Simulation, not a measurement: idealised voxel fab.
voxel air gaps: a process module
Square cell edge 5 nm, section width 175 nm, ID cut.
A cross-section is a grid of square cells, given in bands from the top down. A band is one or more rows of cells.
First you get the band's top height and its bottom height, in nm, and then the materials it's made of, left to right, with each width in nm. If you see a single material with "throughout", that one covers the band edge to edge. "empty" is empty space.
Counting heights begins at 0, where everything beneath is, in the wafer as received, one material. The lowest band has no bottom; it goes on downwards, as "0 -> down" shows.
The two numbers in a width such as "30->40" mark its ends across the band: the first belongs to the top row of cells, the second to the bottom row, and from each row to the next the width moves by the same amount.
Any step labelled "nothing was modified" changed none of the cells in the cross-section.
Closed empty spaces (no open way to the top) of 8 cells or more are what "Voids, enclosed" lists, each as width x height at distance from the left edge, nm for all three.
What comes after the settings on a step's line is commentary from the simulator itself on that step.
The optional step-line setting "overlay nm" applies to steps with a mask and quantifies how far to the right of its planned location the mask lay, a negative value indicating leftward placement.

**So here's the lineup of process steps we planned**
| 1 | RECEIVE,material Si |
| 2 | CONFORMAL_DEP,material SiO2,thk nm 10 |
| 3 | CONFORMAL_DEP,material SiCN,thk nm 5 |
| 4 | DIRECTIONAL_DEP,material lowk,thk nm 40 |
| 5 | DIRECTIONAL_DEP,material aC,thk nm 15 |
| 6 | PATTERN,tone open,mask id LINES,material resist,width nm 15,pitch nm 40,thk nm 30,overlay nm 0 |
| 7 | DIRECTIONAL_ETCH,etch materials aC,depth nm 15 |
| 8 | STRIP,etch materials resist |
| 9 | DIRECTIONAL_ETCH,etch materials lowk,depth nm 40 |
| 10 | STRIP,etch materials aC |
| 11 | CONFORMAL_DEP,material TiN,thk nm 5 |
| 12 | FILL_DEP,material W,thk nm 5 |
| 13 | CMP,height nm 55 |
| 14 | EPI,material Ru,thk nm 10 |
| 15 | SELECTIVE_ETCH,etch materials lowk,depth nm 50 |
| 16 | CONFORMAL_DEP,material SiCN,thk nm 5 |

**Delivered wafer in cross-section: state after step 1**
> 0 -> down = Si throughout
> Voids, enclosed: none

**Cross-section, first of two wafers, end of module, run as planned**
> 70 -> 65 = 5 nm empty  165 nm SiCN  5 nm empty
> 65 -> 55 = 5 nm empty  5 nm SiCN  35 nm Ru  5 nm SiCN  35 nm Ru  5 nm SiCN  35 nm Ru  5 nm SiCN  35 nm Ru  5 nm SiCN  5 nm empty
> 55 -> 50 = 5 nm empty  15 nm SiCN  5 nm TiN  5 nm W  5 nm TiN  25 nm SiCN  5 nm TiN  5 nm W  5 nm TiN  25 nm SiCN  5 nm TiN  5 nm W  5 nm TiN  25 nm SiCN  5 nm TiN  5 nm W  5 nm TiN  15 nm SiCN  5 nm empty
> 50 -> 20 = 15 nm empty  5 nm SiCN  5 nm TiN  5 nm W  5 nm TiN  5 nm SiCN  15 nm empty  5 nm SiCN  5 nm TiN  5 nm W  5 nm TiN  5 nm SiCN  15 nm empty  5 nm SiCN  5 nm TiN  5 nm W  5 nm TiN  5 nm SiCN  15 nm empty  5 nm SiCN  5 nm TiN  5 nm W  5 nm TiN  5 nm SiCN  15 nm empty
> 20 -> 15 = 20 nm SiCN  15 nm TiN  25 nm SiCN  15 nm TiN  25 nm SiCN  15 nm TiN  25 nm SiCN  15 nm TiN  20 nm SiCN
> 15 -> 10 = SiCN throughout
> 10 -> 0 = SiO2 throughout
> 0 -> down = Si throughout
> Voids, enclosed: 15 x 30 at 40; 15 x 30 at 80; 15 x 30 at 120

**This is the second of the two wafers, cross-sectioned at the end of the module; it started exactly like the first and was given the same plan, but it was run with one mistake**
> 70 -> 65 = 5 nm empty  165 nm SiCN  5 nm empty
> 65 -> 55 = 5 nm empty  5 nm SiCN  35 nm Ru  5 nm SiCN  35 nm Ru  5 nm SiCN  35 nm Ru  5 nm SiCN  35 nm Ru  5 nm SiCN  5 nm empty
> 55 -> 50 = 5 nm empty  15 nm SiCN  5 nm TiN  5 nm W  5 nm TiN  25 nm SiCN  5 nm TiN  5 nm W  5 nm TiN  25 nm SiCN  5 nm TiN  5 nm W  5 nm TiN  25 nm SiCN  5 nm TiN  5 nm W  5 nm TiN  15 nm SiCN  5 nm empty
> 50 -> 20 = 15 nm empty  5 nm SiCN  5 nm TiN  5 nm W  5 nm TiN  5 nm SiCN  15 nm empty  5 nm SiCN  5 nm TiN  5 nm W  5 nm TiN  5 nm SiCN  15 nm empty  5 nm SiCN  5 nm TiN  5 nm W  5 nm TiN  5 nm SiCN  15 nm empty  5 nm SiCN  5 nm TiN  5 nm W  5 nm TiN  5 nm SiCN  15 nm empty
> 20 -> 15 = 20 nm SiCN  15 nm TiN  25 nm SiCN  15 nm TiN  25 nm SiCN  15 nm TiN  25 nm SiCN  15 nm TiN  20 nm SiCN
> 15 -> 5 = SiO2 throughout
> 5 -> 0 = SiCN throughout
> 0 -> down = Si throughout
> Voids, enclosed: 15 x 30 at 40; 15 x 30 at 80; 15 x 30 at 120
Deviation noted in wafer processing: swap of plan steps 2 and 3 during execution
Comparing end states, the material composition by cell count is preserved from the first wafer to the second, while the locations of the cells are not.
